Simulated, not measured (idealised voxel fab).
The name of this process module is voxel self aligned vias.
Square cells of 5 nm make up the cross-section cut, whose width is 150 nm.
Just so we're on the same page, the cross-sections are grids of square cells, and they're listed out in bands top to bottom, each band one or more rows deep. What a band's entry tells you: where the top is and where the bottom is, as heights in nm, and after that what lies inside, material by material from left to right, each with its width in nm. Empty space is written as the word "empty", and a single material marked with the word "everywhere" occupies the band from edge to edge. Height datum 0, below which the as-received substrate wafer is one material. Lowest band open at the bottom, running downward: "from 0 down". Think of "30 to 40" as a width that walks from the first number to the second as you go down the band, top row to bottom row, taking equal-sized steps from row to row. "no alteration" for a step: no cell of the cross-section changed in that step. "Closed void table" contains a list of empty spaces, each no smaller than 8 cells and without an open way to the top, written in the form width x height at distance with the distance from the left edge and all three in nm. On a step's line, text after the settings is the simulator commenting on that step. overlay nm: where the mask lay relative to plan, measured to the right, on steps with a mask; negatives go left.

-- Below is the list of planned process steps
1: RECEIVE [material Si]
2: CONFORMAL_DEP [material SiO2] [thk nm 10]
3: CONFORMAL_DEP [material SiCN] [thk nm 5]
4: DIRECTIONAL_DEP [material lowk] [thk nm 20]
5: DIRECTIONAL_DEP [material aC] [thk nm 15]
6: PATTERN [tone open] [mask id LINES] [material resist] [width nm 30] [pitch nm 65] [thk nm 30] [overlay nm 0]
7: DIRECTIONAL_ETCH [etch materials aC] [depth nm 15]
8: STRIP [etch materials resist]
9: DIRECTIONAL_ETCH [etch materials lowk] [depth nm 20]
10: STRIP [etch materials aC]
11: CONFORMAL_DEP [material TiN] [thk nm 5]
12: FILL_DEP [material Ru] [thk nm 10]
13: CMP [height nm 35]
14: SELECTIVE_ETCH [etch materials W Ru TiN] [depth nm 10]
15: FILL_DEP [material SiN] [thk nm 10]
16: CMP [height nm 35]
17: DIRECTIONAL_DEP [material lowk] [thk nm 20]
18: PATTERN [tone open] [mask id VIAS] [material resist] [width nm 40] [thk nm 20] [overlay nm 0]
19: DIRECTIONAL_ETCH [etch materials lowk] [depth nm 20]
20: DIRECTIONAL_ETCH [etch materials SiN] [depth nm 10]
21: STRIP [etch materials resist]
22: CONFORMAL_DEP [material TiN] [thk nm 5]
23: FILL_DEP [material Ru] [thk nm 10]
24: CMP [height nm 55]
25: CONFORMAL_DEP [material SiN] [thk nm 5]

-- Cross-section of the wafer upon arrival, representing the state reached after step 1
> from 0 down: Si everywhere
> Closed void table: none

-- Module complete - cross-section of the first of two wafers, run according to plan
> from 60 to 55: SiN everywhere
> from 55 to 40: lowk 20 nm  TiN 5 nm  Ru 30 nm  TiN 5 nm  lowk 90 nm
> from 40 to 35: lowk 20 nm  TiN 10 nm  Ru 20 nm  TiN 10 nm  lowk 90 nm
> from 35 to 30: lowk 25 nm  TiN 5 nm  Ru 20 nm  TiN 5 nm  lowk 35 nm  SiN 30 nm  lowk 30 nm
> from 30 to 25: lowk 25 nm  TiN 30 nm  lowk 35 nm  SiN 30 nm  lowk 30 nm
> from 25 to 20: lowk 25 nm  TiN 5 nm  Ru 20 nm  TiN 5 nm  lowk 35 nm  TiN 5 nm  Ru 20 nm  TiN 5 nm  lowk 30 nm
> from 20 to 15: lowk 25 nm  TiN 30 nm  lowk 35 nm  TiN 30 nm  lowk 30 nm
> from 15 to 10: SiCN everywhere
> from 10 to 0: SiO2 everywhere
> from 0 down: Si everywhere
> Closed void table: none

-- second wafer at the end: like start, like plan, one mistake
> from 60 to 55: SiN everywhere
> from 55 to 40: lowk 20 nm  TiN 5 nm  Ru 30 nm  TiN 5 nm  lowk 90 nm
> from 40 to 35: lowk 20 nm  TiN 40 nm  lowk 90 nm
> from 35 to 30: SiCN everywhere
> from 30 to 10: lowk everywhere
> from 10 to 0: SiO2 everywhere
> from 0 down: Si everywhere
> Closed void table: none
The plan and the run diverged here: steps 3 and 4 of the plan were each performed in the slot designated for the other
Materials where the second wafer ends with more or fewer cells than the first: Ru -16 | SiN -12 | TiN -20 | lowk +48
